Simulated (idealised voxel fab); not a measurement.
process module | voxel capacitor over wiring
For reference, the cross-section in this document is cut, with width 250 nm and square cells of 5 nm.
Cross-section layout: square cells on a grid; listed as bands, top to bottom; a band spans one or more cell rows. Read a band's entry like this: the first values are the height of its top and the height of its bottom in nm, and what follows is the sequence of materials from left to right, each with its width in nm. Note that "air" is empty space, and that a single material marked "everywhere" reaches across the band from edge to edge. Heights are expressed relative to 0, this being the level below which the as-received wafer comprises one material exclusively. The lowest band is unbounded in the downward direction and is denoted as in "0 -> down". With a width like "30->40", each row of cells in the band differs from the next by the same amount, the top row carrying the first number and the bottom row the second. Step note "nothing different" = no cross-section cell changed. Entry "Sealed voids" = empty spaces >= 8 cells with no open way to the top; each as width x height at distance, distance from left edge, all nm. Step line, after settings: the simulator's comment on this step. The optional step-line setting "overlay nm" applies to steps with a mask and quantifies how far to the right of its planned location the mask lay, a negative value indicating leftward placement.
# The following list gives the planned process steps
1: RECEIVE (material Si)
2: CONFORMAL_DEP (material SiO2; thk nm 15)
3: CONFORMAL_DEP (material SiN; thk nm 5)
4: DIRECTIONAL_DEP (material SiO2; thk nm 15)
5: PATTERN (tone open; mask id METAL_1; material resist; width nm 25; pitch nm 95; thk nm 15; overlay nm 0)
6: DIRECTIONAL_ETCH (etch materials SiO2; depth nm 15)
7: DIRECTIONAL_ETCH (etch materials SiN; depth nm 5)
8: STRIP (etch materials resist)
9: CONFORMAL_DEP (material TiN; thk nm 5)
10: FILL_DEP (material W; thk nm 10)
11: CMP (height nm 35)
12: EPI (material Ru; thk nm 5)
13: FILL_DEP (material SiCN; thk nm 5)
14: DIRECTIONAL_DEP (material SiO2; thk nm 20)
15: MASKED_ETCH (tone open; mask id PLUG_1; width nm 15; etch materials SiO2; depth nm 20; overlay nm 0)
16: MASKED_ETCH (tone open; mask id PLUG_1; width nm 15; etch materials SiCN; depth nm 5; overlay nm 0)
17: CONFORMAL_DEP (material TiN; thk nm 5)
18: FILL_DEP (material Cu; thk nm 5)
19: CMP (height nm 65)
20: DIRECTIONAL_DEP (material TiN; thk nm 10)
21: DIRECTIONAL_DEP (material HfO2; thk nm 5)
22: DIRECTIONAL_DEP (material TiN; thk nm 10)
23: DIRECTIONAL_DEP (material aC; thk nm 10)
24: PATTERN (tone cover; mask id UPPER_PLATE; material resist; width nm 65; thk nm 25; overlay nm 0)
25: DIRECTIONAL_ETCH (etch materials aC; depth nm 10)
26: STRIP (etch materials resist)
27: DIRECTIONAL_ETCH (etch materials TiN; depth nm 10)
28: DIRECTIONAL_ETCH (etch materials HfO2; depth nm 5)
29: STRIP (etch materials aC)
30: DIRECTIONAL_DEP (material aC; thk nm 10)
31: PATTERN (tone cover; mask id LOWER_PLATE; material resist; width nm 85; thk nm 30; overlay nm 0)
32: DIRECTIONAL_ETCH (etch materials aC; depth nm 10)
33: STRIP (etch materials resist)
34: DIRECTIONAL_ETCH (etch materials TiN; depth nm 10)
35: STRIP (etch materials aC)
36: FILL_DEP (material SiO2; thk nm 15)
37: CMP (height nm 100)
38: DIRECTIONAL_DEP (material aC; thk nm 10)
39: PATTERN (tone open; mask id PLUG_2; material resist; width nm 15; thk nm 30; overlay nm 0)
40: DIRECTIONAL_ETCH (etch materials aC; depth nm 10)
41: STRIP (etch materials resist)
42: DIRECTIONAL_ETCH (etch materials SiO2; depth nm 10)
43: STRIP (etch materials aC)
44: CONFORMAL_DEP (material TiN; thk nm 5)
45: FILL_DEP (material Ru; thk nm 5)
46: CMP (height nm 100)
47: CONFORMAL_DEP (material SiN; thk nm 5)
Wafers differ in width nm at step 24; plan lists the first wafer's value; identical starting state.
# As-received state after step 1, first of several wafers, cross-section
  0 -> down: Si everywhere
  Sealed voids: none
# Below is a per-wafer table. In it, each row describes the wafer at the end of the module by giving, for each material, the number of cells gained (+) or lost (-) since the wafer was received, and after that the closed voids of the wafer
width nm 65; +4 Cu; +13 HfO2; +15 Ru; +83 SiCN; +90 SiN; +729 SiO2; +98 TiN; +18 W; Sealed voids: none
width nm 70; +4 Cu; +14 HfO2; +15 Ru; +83 SiCN; +90 SiN; +726 SiO2; +100 TiN; +18 W; Sealed voids: none
width nm 75; +4 Cu; +15 HfO2; +15 Ru; +83 SiCN; +90 SiN; +723 SiO2; +102 TiN; +18 W; Sealed voids: none
width nm 80; +4 Cu; +16 HfO2; +15 Ru; +83 SiCN; +90 SiN; +720 SiO2; +104 TiN; +18 W; Sealed voids: none
width nm 85; +4 Cu; +17 HfO2; +15 Ru; +83 SiCN; +90 SiN; +717 SiO2; +106 TiN; +18 W; Sealed voids: none
width nm 90; +4 Cu; +18 HfO2; +15 Ru; +83 SiCN; +90 SiN; +714 SiO2; +108 TiN; +18 W; Sealed voids: none
